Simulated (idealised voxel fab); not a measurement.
The process module that follows is named voxel spacer lines.
Pictured: cross-section cut, 225 nm wide, on a grid of 5 nm square cells.
For the purposes of this document, a cross-section shall be understood as a grid of square cells, specified as bands listed in top-to-bottom order, each band consisting of one or more rows of cells.
The band entry comprises the height of the band's top followed by the height of its bottom, expressed in nm, and subsequently the band's materials from left to right, each stated together with its width in nm. Where a single material is marked with the word "throughout", that material fills the band from edge to edge. The word "blank" represents empty space.
Basically, 0 is our baseline, since under it the wafer straight out of the box is all one material. The bottom band has no lower end and keeps on going down, so it looks like "0 down".
When a width is written as two numbers, as in "30 to 40", the first number is the width in the top row of cells of the band and the second is the width in its bottom row, and the width changes by the same amount from each row to the next.
You'll sometimes find "no change occurred" written for a step, and that's the way of saying that nowhere in the cross-section did a cell change during that step.
Entry "closed voids" = empty spaces >= 8 cells with no open way to the top; each as width x height at distance, distance from left edge, all nm.
Note: text after step settings on the step line = simulator remark on that step.
overlay nm: right-of-plan distance of the mask on a masked step; negative values mean left-of-plan.

[Process steps foreseen in the plan]
| 1 | RECEIVE | material Si |
| 2 | CONFORMAL_DEP | material Al2O3 | thk nm 10 |
| 3 | DIRECTIONAL_DEP | material TiN | thk nm 10 |
| 4 | DIRECTIONAL_DEP | material aC | thk nm 25 |
| 5 | PATTERN | tone cover | mask id MANDREL | material resist | width nm 25 | pitch nm 70 | thk nm 35 | overlay nm 0 |
| 6 | DIRECTIONAL_ETCH | etch materials aC | depth nm 25 |
| 7 | STRIP | etch materials resist |
| 8 | CONFORMAL_DEP | material SiO2 | thk nm 10 |
| 9 | DIRECTIONAL_ETCH | etch materials SiO2 | depth nm 10 |
| 10 | STRIP | etch materials aC |
| 11 | DIRECTIONAL_ETCH | etch materials TiN | depth nm 10 |
| 12 | STRIP | etch materials SiO2 |
| 13 | FILL_DEP | material lowk | thk nm 10 |
| 14 | CMP | height nm 20 |

[Cross-section of the wafer at receipt, which is the condition after step 1]
- 0 down: Si throughout
- closed voids: none

[Cross-sectional result after module completion. Note: starting condition and plan are unchanged from above; one processing mistake was made]
- 20 to 10: lowk: 25; TiN: 10; lowk: 25; TiN: 10; lowk: 25; TiN: 10; lowk: 25; TiN: 10; lowk: 25; TiN: 10; lowk: 25; TiN: 10; lowk: 15
- 10 to 0: Al2O3 throughout
- 0 down: Si throughout
- closed voids: none
In executing the process, a mistake was made relative to the plan: it should be noted that step 5 was executed with settings other than those planned, the operation and settings actually applied being PATTERN | tone cover | mask id MANDREL | material resist | width nm 25 | pitch nm 70 | thk nm 35 | overlay nm 5
